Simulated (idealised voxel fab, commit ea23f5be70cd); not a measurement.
Process module name: voxel spacer lines
FYI the section here is cut, 165 nm wide, cells are 5 nm squares.
Just so we're on the same page, the cross-sections are grids of square cells, and they're listed out in bands top to bottom, each band one or more rows deep.
First you get the band's top height and its bottom height, in nm, and then the materials it's made of, left to right, with each width in nm. If you see a single material with "everywhere", that one covers the band edge to edge. "air" is empty space.
It should be noted that heights are counted from 0, beneath which the wafer as supplied is of one material throughout, and that the lowest band possesses no lower boundary but continues downward, as written in "top 0, no bottom".
Per-row width for "30 to 40": begins at first number (top row of band), ends at second number (bottom row), increment between rows held constant.
Step note "nothing changed" = no cross-section cell changed.
"Enclosed internal cavities" means: voids of 8 cells or more that are shut off from the top with no open way through. Written width x height at distance, distance from the left edge, in nm.
Formally, on a step line, whatever follows the settings is a remark that the simulator itself makes on the step.
The setting "overlay nm" may be written on the line of a step. When the step uses a mask, the value reports how far to the right of the planned place the mask lay, and a negative value reports that it lay to the left.

[Process steps (planned)]
1 RECEIVE,material Si
2 CONFORMAL_DEP,material Al2O3,thk nm 5
3 DIRECTIONAL_DEP,material polySi,thk nm 20
4 DIRECTIONAL_DEP,material aC,thk nm 30
5 PATTERN,tone cover,mask id MANDREL,material resist,width nm 20,pitch nm 70,thk nm 35,overlay nm 0
6 DIRECTIONAL_ETCH,etch materials aC,depth nm 30
7 STRIP,etch materials resist
8 CONFORMAL_DEP,material SiO2,thk nm 15
9 DIRECTIONAL_ETCH,etch materials SiO2,depth nm 15
10 STRIP,etch materials aC
11 DIRECTIONAL_ETCH,etch materials polySi,depth nm 20
12 STRIP,etch materials SiO2

[Cross-sectional view of the wafer in its as-received condition, corresponding to the state after step 1]
> top 0, no bottom = Si everywhere
> Enclosed internal cavities: none

[End-of-module cross-section of the first of two wafers, processed as planned]
> top 25, bottom 5 = 20 of air  15 of polySi  20 of air  15 of polySi  20 of air  15 of polySi  20 of air  15 of polySi  25 of air
> top 5, bottom 0 = Al2O3 everywhere
> top 0, no bottom = Si everywhere
> Enclosed internal cavities: none

[second wafer at the end: like start, like plan, one mistake]
> top 25, bottom 5 = 15 of air  15 of polySi  30 of air  15 of polySi  10 of air  15 of polySi  30 of air  15 of polySi  20 of air
> top 5, bottom 0 = Al2O3 everywhere
> top 0, no bottom = Si everywhere
> Enclosed internal cavities: none
Nonconformance to the process plan: step 5: run off-plan, actual operation and settings PATTERN,tone cover,mask id MANDREL,material resist,width nm 30,pitch nm 70,thk nm 35,overlay nm 0
Final wafers compared: equal cell tally per material, rearranged layout.
